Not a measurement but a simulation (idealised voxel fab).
The process module that follows is named voxel capacitor over wiring.
The figure presents cross-section cut, which has a width of 295 nm and is divided into square cells with an edge length of 5 nm.
Cross-section spec: square-cell grid; bands listed top down; each band is one or more rows. Look at the band entry: it leads with the top's height and the bottom's height in nm. Then it lists the materials left to right, with a width in nm for each. The word "full width" on a single material says that material fills the band edge to edge. The word "air" is empty space. Height 0 is the level under which the wafer as received is all one material. The lowest band goes on downwards, as in "0 nm and below". Graded width ("30->40"): value in top row of band = first number; value in bottom row = second number; row-to-row change constant. For the purposes of this document, the phrase "no modification" attached to a step denotes that no cell within the cross-section was modified by that step. Reported under the label "Trapped void list" are the empty spaces having no open way to the top and comprising 8 cells or more; the notation for each is width x height at distance, in which the distance is measured from the left edge and all three values are in nm. Formally, on a step line, whatever follows the settings is a remark that the simulator itself makes on the step. Steps that use a mask can have "overlay nm" on their line. It says how far the mask sat to the right of where it was meant to be. Negative means to the left. Every pair from here on: before one process step, after it. The after cross-section reaches only to the lowest band that changed. Below the pair: the step in between and its settings. Pairs can belong to different runs of this module on the same starting wafer; a pair carries on from the pair above only if the entry headed "Pre-step geometry" says so.
Pre-step geometry
- 0 nm and below = Si full width
- Trapped void list: none
Resulting Cross-Section
- 15 nm to 0 nm = SiO2 full width
- Below 0 it's all the same as before, nothing changed down there.
- Trapped void list: none
Which operation links the two cross-sections above? CONFORMAL_DEP: material SiO2, thk nm 15
Pre-step geometry: no separate figure, the pair right above already shows it after its step.
Resulting Cross-Section
- 20 nm to 15 nm = TiN full width
- Below 15 it's all the same as before, nothing changed down there.
- Trapped void list: none
Which operation links the two cross-sections above? DIRECTIONAL_DEP: material TiN, thk nm 5
Pre-step geometry: no separate figure, the pair right above already shows it after its step.
Resulting Cross-Section
- 45 nm to 20 nm = W full width
- Below 20 it's all the same as before, nothing changed down there.
- Trapped void list: none
Which operation links the two cross-sections above? DIRECTIONAL_DEP: material W, thk nm 25
Pre-step geometry: no separate figure, the pair right above already shows it after its step.
Resulting Cross-Section
- 45 nm to 20 nm = air (90)  W (25)  air (65)  W (25)  air (90)
- Below 20 it's all the same as before, nothing changed down there.
- Trapped void list: none
Which operation links the two cross-sections above? MASKED_ETCH: tone cover, mask id METAL_1, width nm 25, pitch nm 90, etch materials W, depth nm 25, overlay nm 0
Pre-step geometry: no separate figure, the pair right above already shows it after its step.
Resulting Cross-Section
- 45 nm to 20 nm = air (90)  W (25)  air (65)  W (25)  air (90)
- 20 nm to 15 nm = air (90)  TiN (25)  air (65)  TiN (25)  air (90)
- Below 15 it's all the same as before, nothing changed down there.
- Trapped void list: none
Which operation links the two cross-sections above? MASKED_ETCH: tone cover, mask id METAL_1, width nm 25, pitch nm 90, etch materials TiN, depth nm 5, overlay nm 0
Pre-step geometry: no separate figure, the pair right above already shows it after its step.
Resulting Cross-Section
- 50 nm to 45 nm = SiO2 full width
- 45 nm to 20 nm = SiO2 (90)  W (25)  SiO2 (65)  W (25)  SiO2 (90)
- 20 nm to 15 nm = SiO2 (90)  TiN (25)  SiO2 (65)  TiN (25)  SiO2 (90)
- Below 15 it's all the same as before, nothing changed down there.
- Trapped void list: none
Which operation links the two cross-sections above? FILL_DEP: material SiO2, thk nm 5
Pre-step geometry: no separate figure, the pair right above already shows it after its step.
Resulting Cross-Section
- 45 nm to 20 nm = SiO2 (90)  W (25)  SiO2 (65)  W (25)  SiO2 (90)
- Below 20 it's all the same as before, nothing changed down there.
- Trapped void list: none
Which operation links the two cross-sections above? CMP: height nm 45
Pre-step geometry: no separate figure, the pair right above already shows it after its step.
Resulting Cross-Section
- 50 nm to 45 nm = SiCN full width
- Below 45 it's all the same as before, nothing changed down there.
- Trapped void list: none
Which operation links the two cross-sections above? CONFORMAL_DEP: material SiCN, thk nm 5
Pre-step geometry: no separate figure, the pair right above already shows it after its step.
Resulting Cross-Section
- 60 nm to 50 nm = SiO2 full width
- Below 50 it's all the same as before, nothing changed down there.
- Trapped void list: none
Which operation links the two cross-sections above? DIRECTIONAL_DEP: material SiO2, thk nm 10
Pre-step geometry: no separate figure, the pair right above already shows it after its step.
Resulting Cross-Section
- 75 nm to 60 nm = resist (100)  air (15)  resist (180)
- Below 60 it's all the same as before, nothing changed down there.
- Trapped void list: none
Which operation links the two cross-sections above? PATTERN: tone open, mask id PLUG_1, material resist, width nm 15, thk nm 15, overlay nm 0
Pre-step geometry: no separate figure, the pair right above already shows it after its step.
Resulting Cross-Section
- 75 nm to 60 nm = resist (100)  air (15)  resist (180)
- 60 nm to 50 nm = SiO2 (100)  air (15)  SiO2 (180)
- Below 50 it's all the same as before, nothing changed down there.
- Trapped void list: none
Which operation links the two cross-sections above? DIRECTIONAL_ETCH: etch materials SiO2, depth nm 10
Pre-step geometry: no separate figure, the pair right above already shows it after its step.
Resulting Cross-Section
- 75 nm to 60 nm = resist (100)  air (15)  resist (180)
- 60 nm to 50 nm = SiO2 (100)  air (15)  SiO2 (180)
- 50 nm to 45 nm = SiCN (100)  air (15)  SiCN (180)
- Below 45 it's all the same as before, nothing changed down there.
- Trapped void list: none
Which operation links the two cross-sections above? DIRECTIONAL_ETCH: etch materials SiCN, depth nm 5
Pre-step geometry: no separate figure, the pair right above already shows it after its step.
Resulting Cross-Section
- 60 nm to 50 nm = SiO2 (100)  air (15)  SiO2 (180)
- Below 50 it's all the same as before, nothing changed down there.
- Trapped void list: none
Which operation links the two cross-sections above? STRIP: etch materials resist
Pre-step geometry: no separate figure, the pair right above already shows it after its step.
Resulting Cross-Section
- 60 nm to 55 nm = SiO2 (100)  air (15)  SiO2 (180)
- 55 nm to 50 nm = SiO2 (100)  Ru (15)  SiO2 (180)
- 50 nm to 45 nm = SiCN (100)  Ru (15)  SiCN (180)
- Below 45 it's all the same as before, nothing changed down there.
- Trapped void list: none
Which operation links the two cross-sections above? EPI: material Ru, thk nm 10
Pre-step geometry: no separate figure, the pair right above already shows it after its step.
Resulting Cross-Section
- 60 nm to 50 nm = SiO2 (100)  Ru (15)  SiO2 (180)
- Below 50 it's all the same as before, nothing changed down there.
- Trapped void list: none
Which operation links the two cross-sections above? EPI: material Ru, thk nm 5
Pre-step geometry: no separate figure, the pair right above already shows it after its step.
Resulting Cross-Section
- 65 nm to 60 nm = TiN full width
- Below 60 it's all the same as before, nothing changed down there.
- Trapped void list: none
Which operation links the two cross-sections above? DIRECTIONAL_DEP: material TiN, thk nm 5
Pre-step geometry: no separate figure, the pair right above already shows it after its step.
Resulting Cross-Section
- 70 nm to 65 nm = Al2O3 full width
- Below 65 it's all the same as before, nothing changed down there.
- Trapped void list: none
Which operation links the two cross-sections above? DIRECTIONAL_DEP: material Al2O3, thk nm 5
Pre-step geometry: no separate figure, the pair right above already shows it after its step.
Resulting Cross-Section
- 80 nm to 70 nm = TiN full width
- Below 70 it's all the same as before, nothing changed down there.
- Trapped void list: none
Which operation links the two cross-sections above? DIRECTIONAL_DEP: material TiN, thk nm 10
Pre-step geometry: no separate figure, the pair right above already shows it after its step.
Resulting Cross-Section
- 95 nm to 80 nm = air (100)  resist (70)  air (125)
- Below 80 it's all the same as before, nothing changed down there.
- Trapped void list: none
Which operation links the two cross-sections above? PATTERN: tone cover, mask id UPPER_PLATE, material resist, width nm 70, thk nm 15, overlay nm 0
Pre-step geometry: no separate figure, the pair right above already shows it after its step.
Resulting Cross-Section
- 95 nm to 80 nm = air (100)  resist (70)  air (125)
- 80 nm to 70 nm = air (100)  TiN (70)  air (125)
- Below 70 it's all the same as before, nothing changed down there.
- Trapped void list: none
Which operation links the two cross-sections above? DIRECTIONAL_ETCH: etch materials TiN, depth nm 10
Pre-step geometry: no separate figure, the pair right above already shows it after its step.
Resulting Cross-Section
- 95 nm to 80 nm = air (100)  resist (70)  air (125)
- 80 nm to 70 nm = air (100)  TiN (70)  air (125)
- 70 nm to 65 nm = air (100)  Al2O3 (70)  air (125)
- Below 65 it's all the same as before, nothing changed down there.
- Trapped void list: none
Which operation links the two cross-sections above? DIRECTIONAL_ETCH: etch materials Al2O3, depth nm 5
Pre-step geometry: no separate figure, the pair right above already shows it after its step.
Resulting Cross-Section
- 80 nm to 70 nm = air (100)  TiN (70)  air (125)
- Below 70 it's all the same as before, nothing changed down there.
- Trapped void list: none
Which operation links the two cross-sections above? STRIP: etch materials resist
Pre-step geometry: no separate figure, the pair right above already shows it after its step.
Resulting Cross-Section
- 80 nm to 70 nm = air (100)  TiN (70)  air (125)
- 70 nm to 65 nm = air (100)  Al2O3 (70)  air (125)
- 65 nm to 60 nm = air (95)  TiN (80)  air (120)
- Below 60 it's all the same as before, nothing changed down there.
- Trapped void list: none
Which operation links the two cross-sections above? MASKED_ETCH: tone cover, mask id LOWER_PLATE, width nm 80, etch materials TiN, depth nm 5, overlay nm 0
Pre-step geometry: no separate figure, the pair right above already shows it after its step.
Resulting Cross-Section
- 100 nm to 80 nm = SiO2 full width
- 80 nm to 70 nm = SiO2 (100)  TiN (70)  SiO2 (125)
- 70 nm to 65 nm = SiO2 (100)  Al2O3 (70)  SiO2 (125)
- 65 nm to 60 nm = SiO2 (95)  TiN (80)  SiO2 (120)
- Below 60 it's all the same as before, nothing changed down there.
- Trapped void list: none
Which operation links the two cross-sections above? FILL_DEP: material SiO2, thk nm 20
Pre-step geometry: no separate figure, the pair right above already shows it after its step.
Resulting Cross-Section
- 95 nm to 80 nm = SiO2 full width
- Below 80 it's all the same as before, nothing changed down there.
- Trapped void list: none
Which operation links the two cross-sections above? CMP: height nm 95
Pre-step geometry: no separate figure, the pair right above already shows it after its step.
Resulting Cross-Section
- 110 nm to 95 nm = resist (110)  air (15)  resist (170)
- Below 95 it's all the same as before, nothing changed down there.
- Trapped void list: none
Which operation links the two cross-sections above? PATTERN: tone open, mask id PLUG_2, material resist, width nm 15, thk nm 15, overlay nm 0
Pre-step geometry: no separate figure, the pair right above already shows it after its step.
Resulting Cross-Section
- 110 nm to 95 nm = resist (110)  air (15)  resist (170)
- 95 nm to 80 nm = SiO2 (110)  air (15)  SiO2 (170)
- Below 80 it's all the same as before, nothing changed down there.
- Trapped void list: none
Which operation links the two cross-sections above? DIRECTIONAL_ETCH: etch materials SiO2, depth nm 15
Pre-step geometry: no separate figure, the pair right above already shows it after its step.
Resulting Cross-Section
- 95 nm to 80 nm = SiO2 (110)  air (15)  SiO2 (170)
- Below 80 it's all the same as before, nothing changed down there.
- Trapped void list: none
Which operation links the two cross-sections above? STRIP: etch materials resist
Pre-step geometry: no separate figure, the pair right above already shows it after its step.
Resulting Cross-Section
- 100 nm to 95 nm = TiN (115)  air (5)  TiN (175)
- 95 nm to 85 nm = SiO2 (110)  TiN (5)  air (5)  TiN (5)  SiO2 (170)
- 85 nm to 80 nm = SiO2 (110)  TiN (15)  SiO2 (170)
- Below 80 it's all the same as before, nothing changed down there.
- Trapped void list: none
Which operation links the two cross-sections above? CONFORMAL_DEP: material TiN, thk nm 5
Pre-step geometry: no separate figure, the pair right above already shows it after its step.
Resulting Cross-Section
- 110 nm to 100 nm = Cu full width
- 100 nm to 95 nm = TiN (115)  Cu (5)  TiN (175)
- 95 nm to 85 nm = SiO2 (110)  TiN (5)  Cu (5)  TiN (5)  SiO2 (170)
- Below 85 it's all the same as before, nothing changed down there.
- Trapped void list: none
Which operation links the two cross-sections above? FILL_DEP: material Cu, thk nm 10
Pre-step geometry: no separate figure, the pair right above already shows it after its step.
Resulting Cross-Section
- 95 nm to 85 nm = SiO2 (110)  TiN (5)  Cu (5)  TiN (5)  SiO2 (170)
- Below 85 it's all the same as before, nothing changed down there.
- Trapped void list: none
Which operation links the two cross-sections above? CMP: height nm 95
Pre-step geometry: no separate figure, the pair right above already shows it after its step.
Resulting Cross-Section
- 100 nm to 95 nm = SiCN full width
- Below 95 it's all the same as before, nothing changed down there.
- Trapped void list: none
Which operation links the two cross-sections above? CONFORMAL_DEP: material SiCN, thk nm 5
Pre-step geometry
- 65 nm to 60 nm = TiN full width
- 60 nm to 50 nm = SiO2 (100)  Ru (15)  SiO2 (180)
- 50 nm to 45 nm = SiCN (100)  Ru (15)  SiCN (180)
- 45 nm to 20 nm = SiO2 (90)  W (25)  SiO2 (65)  W (25)  SiO2 (90)
- 20 nm to 15 nm = SiO2 (90)  TiN (25)  SiO2 (65)  TiN (25)  SiO2 (90)
- 15 nm to 0 nm = SiO2 full width
- 0 nm and below = Si full width
- Trapped void list: none
Resulting Cross-Section
- 75 nm to 60 nm = TiN full width
- Below 60 it's all the same as before, nothing changed down there.
- Trapped void list: none
Which operation links the two cross-sections above? DIRECTIONAL_DEP: material TiN, thk nm 10
Pre-step geometry: no separate figure, the pair right above already shows it after its step.
Resulting Cross-Section
- 90 nm to 75 nm = air (100)  resist (70)  air (125)
- Below 75 it's all the same as before, nothing changed down there.
- Trapped void list: none
Which operation links the two cross-sections above? PATTERN: tone cover, mask id UPPER_PLATE, material resist, width nm 70, thk nm 15, overlay nm 0
Pre-step geometry: no separate figure, the pair right above already shows it after its step.
Resulting Cross-Section
- 90 nm to 75 nm = air (100)  resist (70)  air (125)
- 75 nm to 65 nm = air (100)  TiN (70)  air (125)
- Below 65 it's all the same as before, nothing changed down there.
- Trapped void list: none
Which operation links the two cross-sections above? DIRECTIONAL_ETCH: etch materials TiN, depth nm 10
Pre-step geometry: no separate figure, the pair right above already shows it after its step.
Resulting Cross-Section
- 75 nm to 65 nm = air (100)  TiN (70)  air (125)
- Below 65 it's all the same as before, nothing changed down there.
- Trapped void list: none
Which operation links the two cross-sections above? STRIP: etch materials resist
Pre-step geometry: no separate figure, the pair right above already shows it after its step.
Resulting Cross-Section
- 75 nm to 65 nm = air (100)  TiN (70)  air (125)
- 65 nm to 60 nm = air (95)  TiN (80)  air (120)
- Below 60 it's all the same as before, nothing changed down there.
- Trapped void list: none
Which operation links the two cross-sections above? MASKED_ETCH: tone cover, mask id LOWER_PLATE, width nm 80, etch materials TiN, depth nm 5, overlay nm 0
Pre-step geometry: no separate figure, the pair right above already shows it after its step.
Resulting Cross-Section
- 95 nm to 75 nm = SiO2 full width
- 75 nm to 65 nm = SiO2 (100)  TiN (70)  SiO2 (125)
- 65 nm to 60 nm = SiO2 (95)  TiN (80)  SiO2 (120)
- Below 60 it's all the same as before, nothing changed down there.
- Trapped void list: none
Which operation links the two cross-sections above? FILL_DEP: material SiO2, thk nm 20
Pre-step geometry: no separate figure, the pair right above already shows it after its step.
Resulting Cross-Section
- 110 nm to 95 nm = resist (110)  air (15)  resist (170)
- Below 95 it's all the same as before, nothing changed down there.
- Trapped void list: none
Which operation links the two cross-sections above? PATTERN: tone open, mask id PLUG_2, material resist, width nm 15, thk nm 15, overlay nm 0
Pre-step geometry: no separate figure, the pair right above already shows it after its step.
Resulting Cross-Section
- 110 nm to 95 nm = resist (110)  air (15)  resist (170)
- 95 nm to 80 nm = SiO2 (110)  air (15)  SiO2 (170)
- Below 80 it's all the same as before, nothing changed down there.
- Trapped void list: none
Which operation links the two cross-sections above? DIRECTIONAL_ETCH: etch materials SiO2, depth nm 15
Pre-step geometry: no separate figure, the pair right above already shows it after its step.
Resulting Cross-Section
- 95 nm to 80 nm = SiO2 (110)  air (15)  SiO2 (170)
- Below 80 it's all the same as before, nothing changed down there.
- Trapped void list: none
Which operation links the two cross-sections above? STRIP: etch materials resist
Pre-step geometry: no separate figure, the pair right above already shows it after its step.
Resulting Cross-Section
- 100 nm to 95 nm = TiN (115)  air (5)  TiN (175)
- 95 nm to 85 nm = SiO2 (110)  TiN (5)  air (5)  TiN (5)  SiO2 (170)
- 85 nm to 80 nm = SiO2 (110)  TiN (15)  SiO2 (170)
- Below 80 it's all the same as before, nothing changed down there.
- Trapped void list: none
Which operation links the two cross-sections above? CONFORMAL_DEP: material TiN, thk nm 5
Pre-step geometry: no separate figure, the pair right above already shows it after its step.
Resulting Cross-Section
- 110 nm to 100 nm = Cu full width
- 100 nm to 95 nm = TiN (115)  Cu (5)  TiN (175)
- 95 nm to 85 nm = SiO2 (110)  TiN (5)  Cu (5)  TiN (5)  SiO2 (170)
- Below 85 it's all the same as before, nothing changed down there.
- Trapped void list: none
Which operation links the two cross-sections above? FILL_DEP: material Cu, thk nm 10
Pre-step geometry: no separate figure, the pair right above already shows it after its step.
Resulting Cross-Section
- 95 nm to 85 nm = SiO2 (110)  TiN (5)  Cu (5)  TiN (5)  SiO2 (170)
- Below 85 it's all the same as before, nothing changed down there.
- Trapped void list: none
Which operation links the two cross-sections above? CMP: height nm 95
Pre-step geometry: no separate figure, the pair right above already shows it after its step.
Resulting Cross-Section
- 100 nm to 95 nm = SiCN full width
- Below 95 it's all the same as before, nothing changed down there.
- Trapped void list: none
Which operation links the two cross-sections above? CONFORMAL_DEP: material SiCN, thk nm 5
Pre-step geometry
- 60 nm to 55 nm = SiO2 (100)  air (15)  SiO2 (180)
- 55 nm to 50 nm = SiO2 (100)  Ru (15)  SiO2 (180)
- 50 nm to 45 nm = SiCN (100)  Ru (15)  SiCN (180)
- 45 nm to 20 nm = SiO2 (90)  W (25)  SiO2 (65)  W (25)  SiO2 (90)
- 20 nm to 15 nm = SiO2 (90)  TiN (25)  SiO2 (65)  TiN (25)  SiO2 (90)
- 15 nm to 0 nm = SiO2 full width
- 0 nm and below = Si full width
- Trapped void list: none
Resulting Cross-Section
- 65 nm to 60 nm = air (95)  Ru (25)  air (175)
- 60 nm to 50 nm = SiO2 (100)  Ru (15)  SiO2 (180)
- Below 50 it's all the same as before, nothing changed down there.
- Trapped void list: none
Which operation links the two cross-sections above? EPI: material Ru, thk nm 10
Pre-step geometry: no separate figure, the pair right above already shows it after its step.
Resulting Cross-Section
- 70 nm to 60 nm = air (90)  Ru (35)  air (170)
- Below 60 it's all the same as before, nothing changed down there.
- Trapped void list: none
Which operation links the two cross-sections above? EPI: material Ru, thk nm 5
Pre-step geometry: no separate figure, the pair right above already shows it after its step.
Resulting Cross-Section
- 75 nm to 70 nm = air (90)  TiN (35)  air (170)
- 70 nm to 65 nm = air (90)  Ru (35)  air (170)
- 65 nm to 60 nm = TiN (90)  Ru (35)  TiN (170)
- Below 60 it's all the same as before, nothing changed down there.
- Trapped void list: none
Which operation links the two cross-sections above? DIRECTIONAL_DEP: material TiN, thk nm 5
Pre-step geometry: no separate figure, the pair right above already shows it after its step.
Resulting Cross-Section
- 80 nm to 75 nm = air (90)  Al2O3 (35)  air (170)
- 75 nm to 70 nm = air (90)  TiN (35)  air (170)
- 70 nm to 65 nm = Al2O3 (90)  Ru (35)  Al2O3 (170)
- Below 65 it's all the same as before, nothing changed down there.
- Trapped void list: none
Which operation links the two cross-sections above? DIRECTIONAL_DEP: material Al2O3, thk nm 5
Pre-step geometry: no separate figure, the pair right above already shows it after its step.
Resulting Cross-Section
- 90 nm to 80 nm = air (90)  TiN (35)  air (170)
- 80 nm to 75 nm = TiN (90)  Al2O3 (35)  TiN (170)
- 75 nm to 70 nm = TiN full width
- Below 70 it's all the same as before, nothing changed down there.
- Trapped void list: none
Which operation links the two cross-sections above? DIRECTIONAL_DEP: material TiN, thk nm 10
Pre-step geometry: no separate figure, the pair right above already shows it after its step.
Resulting Cross-Section
- 105 nm to 90 nm = air (100)  resist (70)  air (125)
- 90 nm to 80 nm = air (90)  TiN (35)  resist (45)  air (125)
- Below 80 it's all the same as before, nothing changed down there.
- Trapped void list: none
Which operation links the two cross-sections above? PATTERN: tone cover, mask id UPPER_PLATE, material resist, width nm 70, thk nm 15, overlay nm 0
Pre-step geometry: no separate figure, the pair right above already shows it after its step.
Resulting Cross-Section
- 105 nm to 90 nm = air (100)  resist (70)  air (125)
- 90 nm to 80 nm = air (100)  TiN (25)  resist (45)  air (125)
- 80 nm to 75 nm = air (90)  Al2O3 (35)  TiN (45)  air (125)
- 75 nm to 70 nm = air (90)  TiN (80)  air (125)
- Below 70 it's all the same as before, nothing changed down there.
- Trapped void list: none
Which operation links the two cross-sections above? DIRECTIONAL_ETCH: etch materials TiN, depth nm 10
Pre-step geometry: no separate figure, the pair right above already shows it after its step.
Resulting Cross-Section
- 105 nm to 90 nm = air (100)  resist (70)  air (125)
- 90 nm to 80 nm = air (100)  TiN (25)  resist (45)  air (125)
- 80 nm to 75 nm = air (100)  Al2O3 (25)  TiN (45)  air (125)
- 75 nm to 70 nm = air (90)  TiN (80)  air (125)
- 70 nm to 65 nm = air (90)  Ru (35)  Al2O3 (45)  air (125)
- Below 65 it's all the same as before, nothing changed down there.
- Trapped void list: none
Which operation links the two cross-sections above? DIRECTIONAL_ETCH: etch materials Al2O3, depth nm 5
Pre-step geometry: no separate figure, the pair right above already shows it after its step.
Resulting Cross-Section
- 90 nm to 80 nm = air (100)  TiN (25)  air (170)
- Below 80 it's all the same as before, nothing changed down there.
- Trapped void list: none
Which operation links the two cross-sections above? STRIP: etch materials resist
Pre-step geometry: no separate figure, the pair right above already shows it after its step.
Resulting Cross-Section
- 90 nm to 80 nm = air (100)  TiN (25)  air (170)
- 80 nm to 75 nm = air (100)  Al2O3 (25)  TiN (45)  air (125)
- 75 nm to 70 nm = air (95)  TiN (75)  air (125)
- 70 nm to 65 nm = air (90)  Ru (35)  Al2O3 (45)  air (125)
- 65 nm to 60 nm = air (90)  Ru (35)  TiN (50)  air (120)
- Below 60 it's all the same as before, nothing changed down there.
- Trapped void list: none
Which operation links the two cross-sections above? MASKED_ETCH: tone cover, mask id LOWER_PLATE, width nm 80, etch materials TiN, depth nm 5, overlay nm 0
Pre-step geometry: no separate figure, the pair right above already shows it after its step.
Resulting Cross-Section
- 110 nm to 90 nm = SiO2 full width
- 90 nm to 80 nm = SiO2 (100)  TiN (25)  SiO2 (170)
- 80 nm to 75 nm = SiO2 (100)  Al2O3 (25)  TiN (45)  SiO2 (125)
- 75 nm to 70 nm = SiO2 (95)  TiN (75)  SiO2 (125)
- 70 nm to 65 nm = SiO2 (90)  Ru (35)  Al2O3 (45)  SiO2 (125)
- 65 nm to 60 nm = SiO2 (90)  Ru (35)  TiN (50)  SiO2 (120)
- Below 60 it's all the same as before, nothing changed down there.
- Trapped void list: none
Which operation links the two cross-sections above? FILL_DEP: material SiO2, thk nm 20
Pre-step geometry: no separate figure, the pair right above already shows it after its step.
Resulting Cross-Section
- 95 nm to 90 nm = SiO2 full width
- Below 90 it's all the same as before, nothing changed down there.
- Trapped void list: none
Which operation links the two cross-sections above? CMP: height nm 95
Pre-step geometry: no separate figure, the pair right above already shows it after its step.
Resulting Cross-Section
- 110 nm to 95 nm = resist (110)  air (15)  resist (170)
- Below 95 it's all the same as before, nothing changed down there.
- Trapped void list: none
Which operation links the two cross-sections above? PATTERN: tone open, mask id PLUG_2, material resist, width nm 15, thk nm 15, overlay nm 0
Pre-step geometry: no separate figure, the pair right above already shows it after its step.
Resulting Cross-Section
- 110 nm to 95 nm = resist (110)  air (15)  resist (170)
- 95 nm to 90 nm = SiO2 (110)  air (15)  SiO2 (170)
- Below 90 it's all the same as before, nothing changed down there.
- Trapped void list: none
Which operation links the two cross-sections above? DIRECTIONAL_ETCH: etch materials SiO2, depth nm 15
Pre-step geometry: no separate figure, the pair right above already shows it after its step.
Resulting Cross-Section
- 95 nm to 90 nm = SiO2 (110)  air (15)  SiO2 (170)
- Below 90 it's all the same as before, nothing changed down there.
- Trapped void list: none
Which operation links the two cross-sections above? STRIP: etch materials resist
Pre-step geometry: no separate figure, the pair right above already shows it after its step.
Resulting Cross-Section
- 100 nm to 95 nm = TiN (115)  air (5)  TiN (175)
- 95 nm to 90 nm = SiO2 (110)  TiN (15)  SiO2 (170)
- Below 90 it's all the same as before, nothing changed down there.
- Trapped void list: none
Which operation links the two cross-sections above? CONFORMAL_DEP: material TiN, thk nm 5
Pre-step geometry: no separate figure, the pair right above already shows it after its step.
Resulting Cross-Section
- 110 nm to 100 nm = Cu full width
- 100 nm to 95 nm = TiN (115)  Cu (5)  TiN (175)
- Below 95 it's all the same as before, nothing changed down there.
- Trapped void list: none
Which operation links the two cross-sections above? FILL_DEP: material Cu, thk nm 10
Pre-step geometry: no separate figure, the pair right above already shows it after its step.
Resulting Cross-Section
- 95 nm to 90 nm = SiO2 (110)  TiN (15)  SiO2 (170)
- Below 90 it's all the same as before, nothing changed down there.
- Trapped void list: none
Which operation links the two cross-sections above? CMP: height nm 95
Pre-step geometry: no separate figure, the pair right above already shows it after its step.
Resulting Cross-Section
- 100 nm to 95 nm = SiCN full width
- Below 95 it's all the same as before, nothing changed down there.
- Trapped void list: none
Which operation links the two cross-sections above? CONFORMAL_DEP: material SiCN, thk nm 5
Pre-step geometry
- 60 nm to 55 nm = SiO2 (100)  air (15)  SiO2 (180)
- 55 nm to 50 nm = SiO2 (100)  Ru (15)  SiO2 (180)
- 50 nm to 45 nm = SiCN (100)  Ru (15)  SiCN (180)
- 45 nm to 20 nm = SiO2 (90)  W (25)  SiO2 (65)  W (25)  SiO2 (90)
- 20 nm to 15 nm = SiO2 (90)  TiN (25)  SiO2 (65)  TiN (25)  SiO2 (90)
- 15 nm to 0 nm = SiO2 full width
- 0 nm and below = Si full width
- Trapped void list: none
Resulting Cross-Section
- 65 nm to 60 nm = TiN (100)  air (15)  TiN (180)
- 60 nm to 55 nm = SiO2 (100)  TiN (15)  SiO2 (180)
- Below 55 it's all the same as before, nothing changed down there.
- Trapped void list: none
Which operation links the two cross-sections above? DIRECTIONAL_DEP: material TiN, thk nm 5
Pre-step geometry: no separate figure, the pair right above already shows it after its step.
Resulting Cross-Section
- 70 nm to 65 nm = Ru (105)  air (5)  Ru (185)
- 65 nm to 60 nm = TiN (100)  Ru (15)  TiN (180)
- Below 60 it's all the same as before, nothing changed down there.
- Trapped void list: none
Which operation links the two cross-sections above? EPI: material Ru, thk nm 5
Pre-step geometry: no separate figure, the pair right above already shows it after its step.
Resulting Cross-Section
- 75 nm to 70 nm = Al2O3 (105)  air (5)  Al2O3 (185)
- 70 nm to 65 nm = Ru (105)  Al2O3 (5)  Ru (185)
- Below 65 it's all the same as before, nothing changed down there.
- Trapped void list: none
Which operation links the two cross-sections above? DIRECTIONAL_DEP: material Al2O3, thk nm 5
Pre-step geometry: no separate figure, the pair right above already shows it after its step.
Resulting Cross-Section
- 85 nm to 80 nm = TiN (105)  air (5)  TiN (185)
- 80 nm to 75 nm = TiN full width
- 75 nm to 70 nm = Al2O3 (105)  TiN (5)  Al2O3 (185)
- Below 70 it's all the same as before, nothing changed down there.
- Trapped void list: none
Which operation links the two cross-sections above? DIRECTIONAL_DEP: material TiN, thk nm 10
Pre-step geometry: no separate figure, the pair right above already shows it after its step.
Resulting Cross-Section
- 100 nm to 85 nm = air (100)  resist (70)  air (125)
- 85 nm to 80 nm = TiN (105)  resist (5)  TiN (185)
- Below 80 it's all the same as before, nothing changed down there.
- Trapped void list: none
Which operation links the two cross-sections above? PATTERN: tone cover, mask id UPPER_PLATE, material resist, width nm 70, thk nm 15, overlay nm 0
Pre-step geometry: no separate figure, the pair right above already shows it after its step.
Resulting Cross-Section
- 100 nm to 85 nm = air (100)  resist (70)  air (125)
- 85 nm to 80 nm = air (100)  TiN (5)  resist (5)  TiN (60)  air (125)
- 80 nm to 75 nm = air (100)  TiN (70)  air (125)
- Below 75 it's all the same as before, nothing changed down there.
- Trapped void list: none
Which operation links the two cross-sections above? DIRECTIONAL_ETCH: etch materials TiN, depth nm 10
Pre-step geometry: no separate figure, the pair right above already shows it after its step.
Resulting Cross-Section
- 100 nm to 85 nm = air (100)  resist (70)  air (125)
- 85 nm to 80 nm = air (100)  TiN (5)  resist (5)  TiN (60)  air (125)
- 80 nm to 75 nm = air (100)  TiN (70)  air (125)
- 75 nm to 70 nm = air (100)  Al2O3 (5)  TiN (5)  Al2O3 (60)  air (125)
- Below 70 it's all the same as before, nothing changed down there.
- Trapped void list: none
Which operation links the two cross-sections above? DIRECTIONAL_ETCH: etch materials Al2O3, depth nm 5
Pre-step geometry: no separate figure, the pair right above already shows it after its step.
Resulting Cross-Section
- 85 nm to 80 nm = air (100)  TiN (5)  air (5)  TiN (60)  air (125)
- Below 80 it's all the same as before, nothing changed down there.
- Trapped void list: none
Which operation links the two cross-sections above? STRIP: etch materials resist
Pre-step geometry: no separate figure, the pair right above already shows it after its step.
Resulting Cross-Section
- 105 nm to 85 nm = SiO2 full width
- 85 nm to 80 nm = SiO2 (100)  TiN (5)  SiO2 (5)  TiN (60)  SiO2 (125)
- 80 nm to 75 nm = SiO2 (100)  TiN (70)  SiO2 (125)
- 75 nm to 70 nm = SiO2 (100)  Al2O3 (5)  TiN (5)  Al2O3 (60)  SiO2 (125)
- Below 70 it's all the same as before, nothing changed down there.
- Trapped void list: none
Which operation links the two cross-sections above? FILL_DEP: material SiO2, thk nm 20
Pre-step geometry: no separate figure, the pair right above already shows it after its step.
Resulting Cross-Section
- 95 nm to 85 nm = SiO2 full width
- Below 85 it's all the same as before, nothing changed down there.
- Trapped void list: none
Which operation links the two cross-sections above? CMP: height nm 95
Pre-step geometry: no separate figure, the pair right above already shows it after its step.
Resulting Cross-Section
- 110 nm to 95 nm = resist (110)  air (15)  resist (170)
- Below 95 it's all the same as before, nothing changed down there.
- Trapped void list: none
Which operation links the two cross-sections above? PATTERN: tone open, mask id PLUG_2, material resist, width nm 15, thk nm 15, overlay nm 0
Pre-step geometry: no separate figure, the pair right above already shows it after its step.
Resulting Cross-Section
- 110 nm to 95 nm = resist (110)  air (15)  resist (170)
- 95 nm to 85 nm = SiO2 (110)  air (15)  SiO2 (170)
- Below 85 it's all the same as before, nothing changed down there.
- Trapped void list: none
Which operation links the two cross-sections above? DIRECTIONAL_ETCH: etch materials SiO2, depth nm 15
Pre-step geometry: no separate figure, the pair right above already shows it after its step.
Resulting Cross-Section
- 95 nm to 85 nm = SiO2 (110)  air (15)  SiO2 (170)
- Below 85 it's all the same as before, nothing changed down there.
- Trapped void list: none
Which operation links the two cross-sections above? STRIP: etch materials resist
Pre-step geometry: no separate figure, the pair right above already shows it after its step.
Resulting Cross-Section
- 100 nm to 95 nm = TiN (115)  air (5)  TiN (175)
- 95 nm to 90 nm = SiO2 (110)  TiN (5)  air (5)  TiN (5)  SiO2 (170)
- 90 nm to 85 nm = SiO2 (110)  TiN (15)  SiO2 (170)
- Below 85 it's all the same as before, nothing changed down there.
- Trapped void list: none
Which operation links the two cross-sections above? CONFORMAL_DEP: material TiN, thk nm 5
